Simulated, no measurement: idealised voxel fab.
Module name: voxel wiring stack (process module)
Cross-sectional view cut (width: 255 nm; square cell size: 5 nm).
The cross-sections in this document take the form of a grid made of square cells. They are written out as bands, in order from top to bottom. Each band consists of one or more rows of cells.
Basically the band line says how high the top is and how high the bottom is, in nm, and then what's in it from left to right, every material with its width in nm. Empty space shows up as "empty", and if a single material carries "throughout" it runs the full band edge to edge.
All heights in this document are referenced to 0, defined as the level beneath which the wafer, as received, consists entirely of one material. The lowest band is not bounded below; it extends indefinitely downward and is written in the form "0 and below".
Per-row width for "30..40": begins at first number (top row of band), ends at second number (bottom row), increment between rows held constant.
Take "no modification" at face value: in the step it is given for, the cross-section changed in none of its cells.
In "Catalogued sealed voids" the enclosed voids are listed, meaning empty spaces of 8 cells or larger without any opening to the top. The form is width x height at distance, distance from the left edge, units nm.
Where a step's line continues beyond its settings, the continuation is a remark by the simulator itself on that step.
overlay nm, on a step with a mask: how far to the right of its planned place the mask lay; to the left if negative
### Intended process steps
1,RECEIVE,material Si
2,CONFORMAL_DEP,material SiO2,thk nm 10
3,CONFORMAL_DEP,material SiCN,thk nm 5
4,DIRECTIONAL_DEP,material SiO2,thk nm 20
5,DIRECTIONAL_DEP,material aC,thk nm 10
6,PATTERN,tone open,mask id METAL_1,material resist,width nm 30,pitch nm 55,thk nm 30,overlay nm 0
7,DIRECTIONAL_ETCH,etch materials aC,depth nm 10
8,STRIP,etch materials resist
9,DIRECTIONAL_ETCH,etch materials SiO2,depth nm 20
10,DIRECTIONAL_ETCH,etch materials SiCN,depth nm 5
11,STRIP,etch materials aC
12,CONFORMAL_DEP,material TiN,thk nm 5
13,FILL_DEP,material Ru,thk nm 10
14,CMP,height nm 35
15,CONFORMAL_DEP,material SiCN,thk nm 5
16,DIRECTIONAL_DEP,material lowk,thk nm 20
17,DIRECTIONAL_DEP,material aC,thk nm 15
18,PATTERN,tone open,mask id PLUG_1,material resist,width nm 15,thk nm 35,overlay nm 0
19,DIRECTIONAL_ETCH,etch materials aC,depth nm 15
20,STRIP,etch materials resist
21,DIRECTIONAL_ETCH,etch materials lowk,depth nm 20
22,DIRECTIONAL_ETCH,etch materials SiCN,depth nm 5
23,STRIP,etch materials aC
24,CONFORMAL_DEP,material TiN,thk nm 5
25,FILL_DEP,material Cu,thk nm 10
26,CMP,height nm 60
27,CONFORMAL_DEP,material SiN,thk nm 5
28,DIRECTIONAL_DEP,material SiO2,thk nm 25
29,MASKED_ETCH,tone open,mask id METAL_2,width nm 30,pitch nm 55,etch materials SiO2,depth nm 25,overlay nm 0
30,MASKED_ETCH,tone open,mask id METAL_2,width nm 30,pitch nm 55,etch materials SiN,depth nm 5,overlay nm 0
31,CONFORMAL_DEP,material TiN,thk nm 5
32,FILL_DEP,material Ru,thk nm 5
33,CMP,height nm 90
34,CONFORMAL_DEP,material SiN,thk nm 5
### The first of the two wafers, which ran as planned
### as received, after step 1
> 0 and below  Si throughout
> Catalogued sealed voids: none
### State of the wafer after step 2, shown in cross-section
> 10 down to 0  SiO2 throughout
> Under the height 0 nothing was changed.
### State of the wafer after step 3, shown in cross-section
> 15 down to 10  SiCN throughout
> Under the height 10 nothing was changed.
### State of the wafer after step 4, shown in cross-section
> 35 down to 15  SiO2 throughout
> Under the height 15 nothing was changed.
### State of the wafer after step 5, shown in cross-section
> 45 down to 35  aC throughout
> Under the height 35 nothing was changed.
### State of the wafer after step 6, shown in cross-section
> 75 down to 45  resist 85; empty 30; resist 25; empty 30; resist 85
> Under the height 45 nothing was changed.
### State of the wafer after step 7, shown in cross-section
> 65 down to 45  resist 85; empty 30; resist 25; empty 30; resist 85
> 45 down to 35  aC 85; empty 30; aC 25; empty 30; aC 85
> Under the height 35 nothing was changed.
### State of the wafer after step 8, shown in cross-section
> 45 down to 35  aC 85; empty 30; aC 25; empty 30; aC 85
> Under the height 35 nothing was changed.
### State of the wafer after step 9, shown in cross-section
> 45 down to 35  aC 85; empty 30; aC 25; empty 30; aC 85
> 35 down to 15  SiO2 85; empty 30; SiO2 25; empty 30; SiO2 85
> Under the height 15 nothing was changed.
### State of the wafer after step 10, shown in cross-section
> 45 down to 35  aC 85; empty 30; aC 25; empty 30; aC 85
> 35 down to 15  SiO2 85; empty 30; SiO2 25; empty 30; SiO2 85
> 15 down to 10  SiCN 85; empty 30; SiCN 25; empty 30; SiCN 85
> Under the height 10 nothing was changed.
### State of the wafer after step 11, shown in cross-section
> 35 down to 15  SiO2 85; empty 30; SiO2 25; empty 30; SiO2 85
> Under the height 15 nothing was changed.
### State of the wafer after step 12, shown in cross-section
> 40 down to 35  TiN 90; empty 20; TiN 35; empty 20; TiN 90
> 35 down to 15  SiO2 85; TiN 5; empty 20; TiN 5; SiO2 25; TiN 5; empty 20; TiN 5; SiO2 85
> 15 down to 10  SiCN 85; TiN 30; SiCN 25; TiN 30; SiCN 85
> Under the height 10 nothing was changed.
### State of the wafer after step 13, shown in cross-section
> 50 down to 40  Ru throughout
> 40 down to 35  TiN 90; Ru 20; TiN 35; Ru 20; TiN 90
> 35 down to 15  SiO2 85; TiN 5; Ru 20; TiN 5; SiO2 25; TiN 5; Ru 20; TiN 5; SiO2 85
> Under the height 15 nothing was changed.
### State of the wafer after step 14, shown in cross-section
> 35 down to 15  SiO2 85; TiN 5; Ru 20; TiN 5; SiO2 25; TiN 5; Ru 20; TiN 5; SiO2 85
> Under the height 15 nothing was changed.
### State of the wafer after step 15, shown in cross-section
> 40 down to 35  SiCN throughout
> Under the height 35 nothing was changed.
### State of the wafer after step 16, shown in cross-section
> 60 down to 40  lowk throughout
> Under the height 40 nothing was changed.
### State of the wafer after step 17, shown in cross-section
> 75 down to 60  aC throughout
> Under the height 60 nothing was changed.
### State of the wafer after step 18, shown in cross-section
> 110 down to 75  resist 85; empty 15; resist 155
> Under the height 75 nothing was changed.
### State of the wafer after step 19, shown in cross-section
> 95 down to 75  resist 85; empty 15; resist 155
> 75 down to 60  aC 85; empty 15; aC 155
> Under the height 60 nothing was changed.
### State of the wafer after step 20, shown in cross-section
> 75 down to 60  aC 85; empty 15; aC 155
> Under the height 60 nothing was changed.
### State of the wafer after step 21, shown in cross-section
> 75 down to 60  aC 85; empty 15; aC 155
> 60 down to 40  lowk 85; empty 15; lowk 155
> Under the height 40 nothing was changed.
### State of the wafer after step 22, shown in cross-section
> 75 down to 60  aC 85; empty 15; aC 155
> 60 down to 40  lowk 85; empty 15; lowk 155
> 40 down to 35  SiCN 85; empty 15; SiCN 155
> Under the height 35 nothing was changed.
### State of the wafer after step 23, shown in cross-section
> 60 down to 40  lowk 85; empty 15; lowk 155
> Under the height 40 nothing was changed.
### State of the wafer after step 24, shown in cross-section
> 65 down to 60  TiN 90; empty 5; TiN 160
> 60 down to 40  lowk 85; TiN 5; empty 5; TiN 5; lowk 155
> 40 down to 35  SiCN 85; TiN 15; SiCN 155
> Under the height 35 nothing was changed.
### State of the wafer after step 25, shown in cross-section
> 75 down to 65  Cu throughout
> 65 down to 60  TiN 90; Cu 5; TiN 160
> 60 down to 40  lowk 85; TiN 5; Cu 5; TiN 5; lowk 155
> Under the height 40 nothing was changed.
### State of the wafer after step 26, shown in cross-section
> 60 down to 40  lowk 85; TiN 5; Cu 5; TiN 5; lowk 155
> Under the height 40 nothing was changed.
### State of the wafer after step 27, shown in cross-section
> 65 down to 60  SiN throughout
> Under the height 60 nothing was changed.
### State of the wafer after step 28, shown in cross-section
> 90 down to 65  SiO2 throughout
> Under the height 65 nothing was changed.
### State of the wafer after step 29, shown in cross-section
> 90 down to 65  SiO2 85; empty 30; SiO2 25; empty 30; SiO2 85
> Under the height 65 nothing was changed.
### State of the wafer after step 30, shown in cross-section
> 90 down to 65  SiO2 85; empty 30; SiO2 25; empty 30; SiO2 85
> 65 down to 60  SiN 85; empty 30; SiN 25; empty 30; SiN 85
> Under the height 60 nothing was changed.
### State of the wafer after step 31, shown in cross-section
> 95 down to 90  TiN 90; empty 20; TiN 35; empty 20; TiN 90
> 90 down to 65  SiO2 85; TiN 5; empty 20; TiN 5; SiO2 25; TiN 5; empty 20; TiN 5; SiO2 85
> 65 down to 60  SiN 85; TiN 30; SiN 25; TiN 30; SiN 85
> Under the height 60 nothing was changed.
### State of the wafer after step 32, shown in cross-section
> 100 down to 95  Ru throughout
> 95 down to 90  TiN 90; Ru 20; TiN 35; Ru 20; TiN 90
> 90 down to 65  SiO2 85; TiN 5; Ru 20; TiN 5; SiO2 25; TiN 5; Ru 20; TiN 5; SiO2 85
> Under the height 65 nothing was changed.
### State of the wafer after step 33, shown in cross-section
> 90 down to 65  SiO2 85; TiN 5; Ru 20; TiN 5; SiO2 25; TiN 5; Ru 20; TiN 5; SiO2 85
> Under the height 65 nothing was changed.
### State of the wafer after step 34, shown in cross-section
> 95 down to 90  SiN throughout
> Under the height 90 nothing was changed.
### The remaining wafer, second of the two, started like the first and was run to the same plan, except that one mistake was made along the way; the two coincide through step 31, inclusive
### Look at the second wafer in cross-section at the time step 32 ought to have finished
> 105 down to 95  Ru throughout
> 95 down to 90  TiN 90; Ru 20; TiN 35; Ru 20; TiN 90
> 90 down to 65  SiO2 85; TiN 5; Ru 20; TiN 5; SiO2 25; TiN 5; Ru 20; TiN 5; SiO2 85
> Under the height 65 nothing was changed.
### Look at the second wafer in cross-section at the time step 33 ought to have finished
> 90 down to 65  SiO2 85; TiN 5; Ru 20; TiN 5; SiO2 25; TiN 5; Ru 20; TiN 5; SiO2 85
> Under the height 65 nothing was changed.
### Look at the second wafer in cross-section at the time step 34 ought to have finished
> 95 down to 90  SiN throughout
> Under the height 90 nothing was changed.
Nonconformance to the process plan: plan step 32 was conducted twice
It should be noted that the final cross-sections of the two wafers coincide, and the mistake therefore has no effect on the output of this model.
